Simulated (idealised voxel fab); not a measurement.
process module | voxel transistor to metal
cross-section cut | 180 nm wide | cells 5 nm
A cross-section is a grid of square cells, given in bands from the top down. A band is one or more rows of cells.
Each band's line starts with the height of the band's top and of its bottom, in nm. Then come its materials from left to right, each with its width in nm. One material with "throughout" fills the band from edge to edge. "air" is empty space.
Height 0 is the level under which the wafer as received is all one material. The lowest band goes on downwards, as in "0 down".
A width such as "30 to 40" changes by the same amount from each row of cells to the next, from the band's top row to its bottom row.
"no change" after a step means that no cell of the cross-section changed.
closed voids: empty space of 8 cells or more with no open way to the top, each as width x height at its distance from the left edge, in nm
after a step's settings: what the simulator itself notes on the step
overlay nm, on a step with a mask: how far to the right of its planned place the mask lay; to the left if negative
plan
1 op RECEIVE | material Si
2 op OXIDIZE | depth nm 5
3 op CONFORMAL_DEP | material SiN | thk nm 15
4 op DIRECTIONAL_DEP | material aC | thk nm 15
5 op PATTERN | tone cover | mask id ACTIVE | material resist | width nm 95 | thk nm 35 | overlay nm 0
6 op DIRECTIONAL_ETCH | etch materials aC | depth nm 15
7 op STRIP | etch materials resist
8 op DIRECTIONAL_ETCH | etch materials SiN | depth nm 15
9 op DIRECTIONAL_ETCH | etch materials SiO2 | depth nm 5
10 op DIRECTIONAL_ETCH | etch materials Si | depth nm 20
11 op STRIP | etch materials aC
12 op OXIDIZE | depth nm 5
13 op FILL_DEP | material SiO2 | thk nm 15
14 op CMP | height nm 15
15 op SELECTIVE_ETCH | etch materials SiO2 | depth nm 5
16 op STRIP | etch materials SiN
17 op SELECTIVE_ETCH | etch materials SiO2 | depth nm 5
18 op OXIDIZE | depth nm 5
19 op DIRECTIONAL_DEP | material polySi | thk nm 20
20 op DIRECTIONAL_DEP | material SiCN | thk nm 15
21 op DIRECTIONAL_DEP | material aC | thk nm 10
22 op PATTERN | tone cover | mask id GATE | material resist | width nm 15 | thk nm 30 | overlay nm 0
23 op DIRECTIONAL_ETCH | etch materials aC | depth nm 10
24 op STRIP | etch materials resist
25 op DIRECTIONAL_ETCH | etch materials SiCN | depth nm 25
26 op DIRECTIONAL_ETCH | etch materials polySi | depth nm 30
27 op STRIP | etch materials aC
28 op CONFORMAL_DEP | material SiO2 | thk nm 5
29 op DIRECTIONAL_ETCH | etch materials SiO2 | depth nm 5
30 op CONFORMAL_DEP | material SiN | thk nm 5
31 op DIRECTIONAL_ETCH | etch materials SiN | depth nm 5
32 op DIRECTIONAL_ETCH | etch materials SiO2 | depth nm 5
33 op DIRECTIONAL_ETCH | etch materials Si | depth nm 10
34 op EPI | material SiGe | thk nm 10
35 op FILL_DEP | material SiO2 | thk nm 10
36 op CMP | height nm 30
37 op DIRECTIONAL_DEP | material SiO2 | thk nm 10
38 op DIRECTIONAL_DEP | material aC | thk nm 10
39 op PATTERN | tone open | mask id CONTACT | material resist | width nm 30 | pitch nm 55 | thk nm 25 | overlay nm 0
40 op DIRECTIONAL_ETCH | etch materials aC | depth nm 10
41 op STRIP | etch materials resist
42 op DIRECTIONAL_ETCH | etch materials SiO2 | depth nm 50
43 op STRIP | etch materials aC
44 op CONFORMAL_DEP | material TiN | thk nm 5
45 op FILL_DEP | material Ru | thk nm 10
46 op CMP | height nm 40
47 op CONFORMAL_DEP | material SiN | thk nm 5
48 op DIRECTIONAL_DEP | material lowk | thk nm 20
49 op PATTERN | tone open | mask id METAL_1 | material resist | width nm 15 | pitch nm 70 | thk nm 20 | overlay nm 0
50 op DIRECTIONAL_ETCH | etch materials lowk | depth nm 20
51 op DIRECTIONAL_ETCH | etch materials SiN | depth nm 5
52 op STRIP | etch materials resist
53 op CONFORMAL_DEP | material TiN | thk nm 5
54 op FILL_DEP | material Ru | thk nm 5
55 op CMP | height nm 65
56 op EPI | material Ru | thk nm 5
57 op FILL_DEP | material SiCN | thk nm 5
58 op DIRECTIONAL_DEP | material lowk | thk nm 30
59 op DIRECTIONAL_DEP | material aC | thk nm 15
60 op PATTERN | tone open | mask id METAL_2 | material resist | width nm 15 | pitch nm 70 | thk nm 35 | overlay nm 0
61 op DIRECTIONAL_ETCH | etch materials aC | depth nm 15
62 op STRIP | etch materials resist
63 op DIRECTIONAL_ETCH | etch materials lowk | depth nm 15
64 op STRIP | etch materials aC
65 op DIRECTIONAL_DEP | material aC | thk nm 10
66 op PATTERN | tone open | mask id METAL_2_HOLES | material resist | width nm 15 | pitch nm 70 | thk nm 30 | overlay nm -15
67 op DIRECTIONAL_ETCH | etch materials aC | depth nm 10
68 op STRIP | etch materials resist
69 op DIRECTIONAL_ETCH | etch materials lowk | depth nm 15
70 op DIRECTIONAL_ETCH | etch materials SiCN | depth nm 5
71 op STRIP | etch materials aC
72 op CONFORMAL_DEP | material TiN | thk nm 5
73 op FILL_DEP | material Cu | thk nm 5
74 op CMP | height nm 105
75 op CONFORMAL_DEP | material SiCN | thk nm 5
varied across the wafers: overlay nm of step 66. The plan shows the first wafer's value. All wafers start alike
first wafer as received, after step 1
  0 down: Si throughout
  closed voids: none
each wafer at the end: cells of each material gained (+) or lost (-) since it was received, then its closed voids
overlay nm -15 | +16 Cu | +66 Ru | -168 Si | +107 SiCN | +28 SiGe | +48 SiN | +293 SiO2 | +90 TiN | +300 lowk | +12 polySi | closed voids: none
overlay nm -10 | +12 Cu | +66 Ru | -168 Si | +105 SiCN | +28 SiGe | +48 SiN | +293 SiO2 | +96 TiN | +300 lowk | +12 polySi | closed voids: none
overlay nm -5 | +8 Cu | +66 Ru | -168 Si | +103 SiCN | +28 SiGe | +48 SiN | +293 SiO2 | +102 TiN | +300 lowk | +12 polySi | closed voids: none
overlay nm 0 | +12 Cu | +66 Ru | -168 Si | +101 SiCN | +28 SiGe | +48 SiN | +293 SiO2 | +100 TiN | +300 lowk | +12 polySi | closed voids: none
overlay nm 5 | +8 Cu | +66 Ru | -168 Si | +103 SiCN | +28 SiGe | +48 SiN | +293 SiO2 | +102 TiN | +300 lowk | +12 polySi | closed voids: none
overlay nm 10 | +12 Cu | +66 Ru | -168 Si | +105 SiCN | +28 SiGe | +48 SiN | +293 SiO2 | +96 TiN | +300 lowk | +12 polySi | closed voids: none
overlay nm 15 | +16 Cu | +66 Ru | -168 Si | +107 SiCN | +28 SiGe | +48 SiN | +293 SiO2 | +90 TiN | +300 lowk | +12 polySi | closed voids: none
